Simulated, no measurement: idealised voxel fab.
Process module in this document: voxel transistor to metal
The figure presents cross-section cut, which has a width of 200 nm and is divided into square cells with an edge length of 5 nm.
Just so we're on the same page, the cross-sections are grids of square cells, and they're listed out in bands top to bottom, each band one or more rows deep. Top height, bottom height, nm. Materials left to right, width each, nm. Single material + "edge to edge" = fills band edge to edge. "air" = empty. Measure heights from 0. That's the level where, below it, the as-received wafer is all one material. The lowest band is bottomless and extends downward; write it as in "from 0 down". Graded width ("30->40"): value in top row of band = first number; value in bottom row = second number; row-to-row change constant. When a step is marked "no alteration", none of the cells in the cross-section changed during that step. Voids not open to the top, 8 cells minimum: see "Listed closed voids". Written width x height at distance; distance is from the left edge; nm. Step line, after settings: the simulator's comment on this step. For masked steps, "overlay nm" on the step line gives how far right of plan the mask actually lay; a minus sign means it lay to the left.

**Here's what the planned process steps look like**
step 1: RECEIVE (material Si)
step 2: OXIDIZE (depth nm 5)
step 3: CONFORMAL_DEP (material SiN; thk nm 10)
step 4: MASKED_ETCH (tone cover; mask id ACTIVE; width nm 110; etch materials SiN; depth nm 10; overlay nm 0)
step 5: MASKED_ETCH (tone cover; mask id ACTIVE; width nm 110; etch materials SiO2; depth nm 5; overlay nm 0)
step 6: MASKED_ETCH (tone cover; mask id ACTIVE; width nm 110; etch materials Si; depth nm 35; overlay nm 0)
step 7: OXIDIZE (depth nm 5)
step 8: FILL_DEP (material SiO2; thk nm 5)
step 9: CMP (height nm 10)
step 10: SELECTIVE_ETCH (etch materials SiO2; depth nm 10)
step 11: STRIP (etch materials SiN)
step 12: SELECTIVE_ETCH (etch materials SiO2; depth nm 5)
step 13: OXIDIZE (depth nm 5)
step 14: DIRECTIONAL_DEP (material polySi; thk nm 25)
step 15: DIRECTIONAL_DEP (material SiCN; thk nm 15)
step 16: DIRECTIONAL_DEP (material aC; thk nm 15)
step 17: PATTERN (tone cover; mask id GATE; material resist; width nm 15; thk nm 30; overlay nm 0)
step 18: DIRECTIONAL_ETCH (etch materials aC; depth nm 15)
step 19: STRIP (etch materials resist)
step 20: DIRECTIONAL_ETCH (etch materials SiCN; depth nm 25)
step 21: DIRECTIONAL_ETCH (etch materials polySi; depth nm 35)
step 22: STRIP (etch materials aC)
step 23: CONFORMAL_DEP (material SiO2; thk nm 5)
step 24: DIRECTIONAL_ETCH (etch materials SiO2; depth nm 5)
step 25: CONFORMAL_DEP (material SiN; thk nm 5)
step 26: DIRECTIONAL_ETCH (etch materials SiN; depth nm 5)
step 27: DIRECTIONAL_ETCH (etch materials SiO2; depth nm 5)
step 28: DIRECTIONAL_ETCH (etch materials Si; depth nm 10)
step 29: EPI (material nSi; thk nm 10)
step 30: FILL_DEP (material SiO2; thk nm 10)
step 31: CMP (height nm 35)
step 32: DIRECTIONAL_DEP (material SiO2; thk nm 15)
step 33: DIRECTIONAL_DEP (material aC; thk nm 10)
step 34: PATTERN (tone open; mask id CONTACT; material resist; width nm 20; pitch nm 80; thk nm 25; overlay nm 0)
step 35: DIRECTIONAL_ETCH (etch materials aC; depth nm 10)
step 36: STRIP (etch materials resist)
step 37: DIRECTIONAL_ETCH (etch materials SiO2; depth nm 60)
step 38: STRIP (etch materials aC)
step 39: CONFORMAL_DEP (material TiN; thk nm 5)
step 40: FILL_DEP (material W; thk nm 10)
step 41: CMP (height nm 50)
step 42: CONFORMAL_DEP (material SiN; thk nm 5)
step 43: DIRECTIONAL_DEP (material lowk; thk nm 25)
step 44: MASKED_ETCH (tone open; mask id METAL_1; width nm 20; pitch nm 80; etch materials lowk; depth nm 25; overlay nm 0)
step 45: MASKED_ETCH (tone open; mask id METAL_1; width nm 20; pitch nm 80; etch materials SiN; depth nm 5; overlay nm 0)
step 46: CONFORMAL_DEP (material TiN; thk nm 5)
step 47: FILL_DEP (material W; thk nm 10)
step 48: CMP (height nm 80)
step 49: EPI (material Ru; thk nm 5)
step 50: FILL_DEP (material SiCN; thk nm 5)
Variable across wafers: step 17 width nm (plan value is that of the first wafer; starting state common to all).

**Cross-section, first of several wafers, as delivered after step 1**
	from 0 down: Si edge to edge
	Listed closed voids: none

**The following table contains a row per wafer, in which are reported, at the conclusion of the module, the cells of each material gained (+) or lost (-) since the wafer's receipt, with its closed voids given thereafter**
width nm 15; +12 Ru; -246 Si; +77 SiCN; +48 SiN; +476 SiO2; +80 TiN; +64 W; +160 lowk; +34 nSi; +15 polySi; Listed closed voids: none
width nm 20; +12 Ru; -244 Si; +80 SiCN; +48 SiN; +468 SiO2; +80 TiN; +64 W; +160 lowk; +32 nSi; +20 polySi; Listed closed voids: none
width nm 25; +12 Ru; -242 Si; +83 SiCN; +48 SiN; +462 SiO2; +80 TiN; +62 W; +160 lowk; +30 nSi; +25 polySi; Listed closed voids: none
width nm 30; +12 Ru; -240 Si; +86 SiCN; +48 SiN; +456 SiO2; +80 TiN; +60 W; +160 lowk; +28 nSi; +30 polySi; Listed closed voids: none
width nm 35; +12 Ru; -238 Si; +89 SiCN; +48 SiN; +450 SiO2; +80 TiN; +58 W; +160 lowk; +26 nSi; +35 polySi; Listed closed voids: none
